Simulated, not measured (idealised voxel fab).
Proc. module: voxel capacitor over wiring
Cross-section cut: width 200 nm, square cells of 5 nm.
If you're reading a cross-section in this doc, picture square cells in a grid; it comes to you as bands, top ones listed first down to the bottom, and a band can be one or more rows of cells.
Within each band entry, the heights of the top and of the bottom of the band appear first, in that order and in nm; the materials of the band then follow from left to right, each with its corresponding width in nm. The designation "full width" on a single material indicates that it fills the band from edge to edge; the designation "empty" indicates empty space.
Heights are measured from 0, the level below which the as-received wafer is all one material; the lowest band has no bottom and continues downward, written as in "0 down".
Read "30 to 40" as a graded width: first number on top, second number at the bottom, same change between each pair of neighbouring rows.
"no alteration", as given for a step, is the statement that not any cell of the cross-section underwent a change during that step.
Empty spaces counting at least 8 cells and having no open way to the top are listed in "Cavities, closed". The notation width x height at distance is used for each, the distance being from the left edge and all three values in nm.
Where a step's line continues beyond its settings, the continuation is a remark by the simulator itself on that step.
overlay nm: right-of-plan distance of the mask on a masked step; negative values mean left-of-plan.
### The steps planned for the process are as follows
1 RECEIVE with material Si
2 CONFORMAL_DEP with material SiO2, thk nm 15
3 DIRECTIONAL_DEP with material TiN, thk nm 5
4 DIRECTIONAL_DEP with material Ru, thk nm 20
5 MASKED_ETCH with tone cover, mask id METAL_1, width nm 20, pitch nm 90, etch materials Ru, depth nm 20, overlay nm 0
6 MASKED_ETCH with tone cover, mask id METAL_1, width nm 20, pitch nm 90, etch materials TiN, depth nm 5, overlay nm 0
7 FILL_DEP with material SiO2, thk nm 10
8 CMP with height nm 40
9 CONFORMAL_DEP with material SiCN, thk nm 5
10 DIRECTIONAL_DEP with material lowk, thk nm 15
11 MASKED_ETCH with tone open, mask id PLUG_1, width nm 15, etch materials lowk, depth nm 15, overlay nm 0
12 MASKED_ETCH with tone open, mask id PLUG_1, width nm 15, etch materials SiCN, depth nm 5, overlay nm 0
13 EPI with material Ru, thk nm 10
14 EPI with material Ru, thk nm 10
15 DIRECTIONAL_DEP with material TiN, thk nm 10
16 DIRECTIONAL_DEP with material SiN, thk nm 5
17 DIRECTIONAL_DEP with material TiN, thk nm 10
18 DIRECTIONAL_DEP with material aC, thk nm 15
19 PATTERN with tone cover, mask id UPPER_PLATE, material resist, width nm 75, thk nm 30, overlay nm 0
20 DIRECTIONAL_ETCH with etch materials aC, depth nm 15
21 STRIP with etch materials resist
22 DIRECTIONAL_ETCH with etch materials TiN, depth nm 10
23 DIRECTIONAL_ETCH with etch materials SiN, depth nm 5
24 STRIP with etch materials aC
25 MASKED_ETCH with tone cover, mask id LOWER_PLATE, width nm 85, etch materials TiN, depth nm 10, overlay nm 0
26 FILL_DEP with material SiO2, thk nm 20
27 CMP with height nm 100
28 PATTERN with tone open, mask id PLUG_2, material resist, width nm 15, thk nm 15, overlay nm 0
29 DIRECTIONAL_ETCH with etch materials SiO2, depth nm 15
30 STRIP with etch materials resist
31 CONFORMAL_DEP with material TiN, thk nm 5
32 FILL_DEP with material W, thk nm 10
33 CMP with height nm 100
34 CONFORMAL_DEP with material SiCN, thk nm 5
### The first of two wafers, run as planned
### Incoming wafer, cross-sectional view, post step 1
- 0 down: Si full width
- Cavities, closed: none
### Cross-section of the wafer after step 2
- 15 to 0: SiO2 full width
- Below 0 it's all the same as before, nothing changed down there.
### Cross-section of the wafer after step 3
- 20 to 15: TiN full width
- Below 15 it's all the same as before, nothing changed down there.
### Cross-section of the wafer after step 4
- 40 to 20: Ru full width
- Below 20 it's all the same as before, nothing changed down there.
### Cross-section of the wafer after step 5
- 40 to 20: empty: 45, Ru: 20, empty: 70, Ru: 20, empty: 45
- Below 20 it's all the same as before, nothing changed down there.
### Cross-section of the wafer after step 6
- 40 to 20: empty: 45, Ru: 20, empty: 70, Ru: 20, empty: 45
- 20 to 15: empty: 45, TiN: 20, empty: 70, TiN: 20, empty: 45
- Below 15 it's all the same as before, nothing changed down there.
### Cross-section of the wafer after step 7
- 50 to 40: SiO2 full width
- 40 to 20: SiO2: 45, Ru: 20, SiO2: 70, Ru: 20, SiO2: 45
- 20 to 15: SiO2: 45, TiN: 20, SiO2: 70, TiN: 20, SiO2: 45
- Below 15 it's all the same as before, nothing changed down there.
### Cross-section of the wafer after step 8
- 40 to 20: SiO2: 45, Ru: 20, SiO2: 70, Ru: 20, SiO2: 45
- Below 20 it's all the same as before, nothing changed down there.
### Cross-section of the wafer after step 9
- 45 to 40: SiCN full width
- Below 40 it's all the same as before, nothing changed down there.
### Cross-section of the wafer after step 10
- 60 to 45: lowk full width
- Below 45 it's all the same as before, nothing changed down there.
### Cross-section of the wafer after step 11
- 60 to 45: lowk: 50, empty: 15, lowk: 135
- Below 45 it's all the same as before, nothing changed down there.
### Cross-section of the wafer after step 12
- 60 to 45: lowk: 50, empty: 15, lowk: 135
- 45 to 40: SiCN: 50, empty: 15, SiCN: 135
- Below 40 it's all the same as before, nothing changed down there.
### Cross-section of the wafer after step 13
- 60 to 50: lowk: 50, empty: 15, lowk: 135
- 50 to 45: lowk: 50, Ru: 15, lowk: 135
- 45 to 40: SiCN: 50, Ru: 15, SiCN: 135
- Below 40 it's all the same as before, nothing changed down there.
### Cross-section of the wafer after step 14
- 60 to 45: lowk: 50, Ru: 15, lowk: 135
- Below 45 it's all the same as before, nothing changed down there.
### Cross-section of the wafer after step 15
- 70 to 60: TiN full width
- Below 60 it's all the same as before, nothing changed down there.
### Cross-section of the wafer after step 16
- 75 to 70: SiN full width
- Below 70 it's all the same as before, nothing changed down there.
### Cross-section of the wafer after step 17
- 85 to 75: TiN full width
- Below 75 it's all the same as before, nothing changed down there.
### Cross-section of the wafer after step 18
- 100 to 85: aC full width
- Below 85 it's all the same as before, nothing changed down there.
### Cross-section of the wafer after step 19
- 130 to 100: empty: 50, resist: 75, empty: 75
- Below 100 it's all the same as before, nothing changed down there.
### Cross-section of the wafer after step 20
- 115 to 100: empty: 50, resist: 75, empty: 75
- 100 to 85: empty: 50, aC: 75, empty: 75
- Below 85 it's all the same as before, nothing changed down there.
### Cross-section of the wafer after step 21
- 100 to 85: empty: 50, aC: 75, empty: 75
- Below 85 it's all the same as before, nothing changed down there.
### Cross-section of the wafer after step 22
- 100 to 85: empty: 50, aC: 75, empty: 75
- 85 to 75: empty: 50, TiN: 75, empty: 75
- Below 75 it's all the same as before, nothing changed down there.
### Cross-section of the wafer after step 23
- 100 to 85: empty: 50, aC: 75, empty: 75
- 85 to 75: empty: 50, TiN: 75, empty: 75
- 75 to 70: empty: 50, SiN: 75, empty: 75
- Below 70 it's all the same as before, nothing changed down there.
### Cross-section of the wafer after step 24
- 85 to 75: empty: 50, TiN: 75, empty: 75
- Below 75 it's all the same as before, nothing changed down there.
### Cross-section of the wafer after step 25
- 85 to 75: empty: 50, TiN: 75, empty: 75
- 75 to 70: empty: 50, SiN: 75, empty: 75
- 70 to 60: empty: 45, TiN: 85, empty: 70
- Below 60 it's all the same as before, nothing changed down there.
### Cross-section of the wafer after step 26
- 105 to 85: SiO2 full width
- 85 to 75: SiO2: 50, TiN: 75, SiO2: 75
- 75 to 70: SiO2: 50, SiN: 75, SiO2: 75
- 70 to 60: SiO2: 45, TiN: 85, SiO2: 70
- Below 60 it's all the same as before, nothing changed down there.
### Cross-section of the wafer after step 27
- 100 to 85: SiO2 full width
- Below 85 it's all the same as before, nothing changed down there.
### Cross-section of the wafer after step 28
- 115 to 100: resist: 60, empty: 15, resist: 125
- Below 100 it's all the same as before, nothing changed down there.
### Cross-section of the wafer after step 29
- 115 to 100: resist: 60, empty: 15, resist: 125
- 100 to 85: SiO2: 60, empty: 15, SiO2: 125
- Below 85 it's all the same as before, nothing changed down there.
### Cross-section of the wafer after step 30
- 100 to 85: SiO2: 60, empty: 15, SiO2: 125
- Below 85 it's all the same as before, nothing changed down there.
### Cross-section of the wafer after step 31
- 105 to 100: TiN: 65, empty: 5, TiN: 130
- 100 to 90: SiO2: 60, TiN: 5, empty: 5, TiN: 5, SiO2: 125
- 90 to 85: SiO2: 60, TiN: 15, SiO2: 125
- Below 85 it's all the same as before, nothing changed down there.
### Cross-section of the wafer after step 32
- 115 to 105: W full width
- 105 to 100: TiN: 65, W: 5, TiN: 130
- 100 to 90: SiO2: 60, TiN: 5, W: 5, TiN: 5, SiO2: 125
- Below 90 it's all the same as before, nothing changed down there.
### Cross-section of the wafer after step 33
- 100 to 90: SiO2: 60, TiN: 5, W: 5, TiN: 5, SiO2: 125
- Below 90 it's all the same as before, nothing changed down there.
### Cross-section of the wafer after step 34
- 105 to 100: SiCN full width
- Below 100 it's all the same as before, nothing changed down there.
### Notes, second wafer: start = first wafer's, plan = first wafer's, execution had one mistake; history identical to first through step 27
### Second wafer, sectioned view, at step 28's planned end time
- 115 to 100: empty: 60, resist: 15, empty: 125
- Below 100 it's all the same as before, nothing changed down there.
### Second wafer, sectioned view, at step 29's planned end time
- 115 to 100: empty: 60, resist: 15, empty: 125
- 100 to 85: empty: 60, SiO2: 15, empty: 125
- Below 85 it's all the same as before, nothing changed down there.
### Second wafer, sectioned view, at step 30's planned end time
- 100 to 85: empty: 60, SiO2: 15, empty: 125
- Below 85 it's all the same as before, nothing changed down there.
### Second wafer, sectioned view, at step 31's planned end time
- 105 to 100: empty: 55, TiN: 25, empty: 120
- 100 to 90: empty: 55, TiN: 5, SiO2: 15, TiN: 5, empty: 120
- 90 to 85: TiN: 60, SiO2: 15, TiN: 125
- Below 85 it's all the same as before, nothing changed down there.
### Second wafer, sectioned view, at step 32's planned end time
- 115 to 105: W full width
- 105 to 100: W: 55, TiN: 25, W: 120
- 100 to 90: W: 55, TiN: 5, SiO2: 15, TiN: 5, W: 120
- Below 90 it's all the same as before, nothing changed down there.
### Second wafer, sectioned view, at step 33's planned end time
- 100 to 90: W: 55, TiN: 5, SiO2: 15, TiN: 5, W: 120
- Below 90 it's all the same as before, nothing changed down there.
### Second wafer, sectioned view, at step 34's planned end time
- 105 to 100: SiCN full width
- Below 100 it's all the same as before, nothing changed down there.
Error vs. plan: not per plan at step 28, really ran PATTERN with tone cover, mask id PLUG_2, material resist, width nm 15, thk nm 15, overlay nm 0
End of process, cell counts, second wafer against first, materials with more or fewer: SiO2: 102 fewer | TiN: 34 more | W: 68 more
